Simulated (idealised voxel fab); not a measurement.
The following is a process module called voxel lift off.
Pictured: cross-section cut, 195 nm wide, on a grid of 5 nm square cells.
Think of the cross-section as a grid of square cells. We describe it in bands, top to bottom, and each band covers one or more rows of those cells. The band entry comprises the height of the band's top followed by the height of its bottom, expressed in nm, and subsequently the band's materials from left to right, each stated together with its width in nm. Where a single material is marked with the word "edge to edge", that material fills the band from edge to edge. The word "blank" represents empty space. Heads up on the height convention: 0 is the point under which the incoming wafer is all one material, and the lowest band has no bottom, it just keeps going down, like "0 down". Width spec "30..40" -> top row of cells at first value, bottom row at second value, equal per-row change in between. Basically "identical to before" means that step didn't change any cell in the cross-section. "Enclosed void listing" contains a list of empty spaces, each no smaller than 8 cells and without an open way to the top, written in the form width x height at distance with the distance from the left edge and all three in nm. The remark found on a step's line after its settings is issued by the simulator itself and pertains to that step. overlay nm: where the mask lay relative to plan, measured to the right, on steps with a mask; negatives go left.

### Process steps foreseen in the plan
| 1 | op RECEIVE | material Si |
| 2 | op CONFORMAL_DEP | material SiO2 | thk nm 5 |
| 3 | op PATTERN | tone open | mask id LINES | material resist | width nm 30 | pitch nm 55 | thk nm 15 | overlay nm 0 |
| 4 | op DIRECTIONAL_DEP | material Ru | thk nm 5 |
| 5 | op STRIP | etch materials resist |
| 6 | op CONFORMAL_DEP | material SiO2 | thk nm 10 |

### First of two wafers: run as planned

### Cross-section: wafer on arrival = after step 1
	0 down = Si edge to edge
	Enclosed void listing: none

### Step 2 done - wafer cross-section
	5 to 0 = SiO2 edge to edge
	Below 0, the layers are the same as they were.

### Step 3 done - wafer cross-section
	20 to 5 = resist (55) / blank (30) / resist (25) / blank (30) / resist (55)
	Below 5, the layers are the same as they were.

### Step 4 done - wafer cross-section
	25 to 20 = Ru (55) / blank (30) / Ru (25) / blank (30) / Ru (55)
	20 to 10 = resist (55) / blank (30) / resist (25) / blank (30) / resist (55)
	10 to 5 = resist (55) / Ru (30) / resist (25) / Ru (30) / resist (55)
	Below 5, the layers are the same as they were.

### Step 5 done - wafer cross-section
	10 to 5 = blank (55) / Ru (30) / blank (25) / Ru (30) / blank (55)
	Below 5, the layers are the same as they were.

### Step 6 done - wafer cross-section
	20 to 15 = blank (45) / SiO2 (50) / blank (5) / SiO2 (50) / blank (45)
	15 to 10 = SiO2 edge to edge
	10 to 5 = SiO2 (55) / Ru (30) / SiO2 (25) / Ru (30) / SiO2 (55)
	Below 5, the layers are the same as they were.

### Now the other wafer: same start, same recipe, but we messed up one thing when running it. Up to and including step 2 it's the same as the first one

### Planned end of step 3: second wafer, cross-section
	20 to 5 = resist (60) / blank (25) / resist (30) / blank (25) / resist (55)
	Below 5, the layers are the same as they were.

### Planned end of step 4: second wafer, cross-section
	25 to 20 = Ru (60) / blank (25) / Ru (30) / blank (25) / Ru (55)
	20 to 10 = resist (60) / blank (25) / resist (30) / blank (25) / resist (55)
	10 to 5 = resist (60) / Ru (25) / resist (30) / Ru (25) / resist (55)
	Below 5, the layers are the same as they were.

### Planned end of step 5: second wafer, cross-section
	10 to 5 = blank (60) / Ru (25) / blank (30) / Ru (25) / blank (55)
	Below 5, the layers are the same as they were.

### Planned end of step 6: second wafer, cross-section
	20 to 15 = blank (50) / SiO2 (45) / blank (10) / SiO2 (45) / blank (45)
	15 to 10 = SiO2 edge to edge
	10 to 5 = SiO2 (60) / Ru (25) / SiO2 (30) / Ru (25) / SiO2 (55)
	Below 5, the layers are the same as they were.
What broke from the plan during processing? for step 3, the planned setting was not used; the step was instead run as op PATTERN | tone open | mask id LINES | material resist | width nm 25 | pitch nm 55 | thk nm 15 | overlay nm 0
Counted in cells at the end, the second wafer holds more or fewer of these materials than the first: Ru: 2 fewer
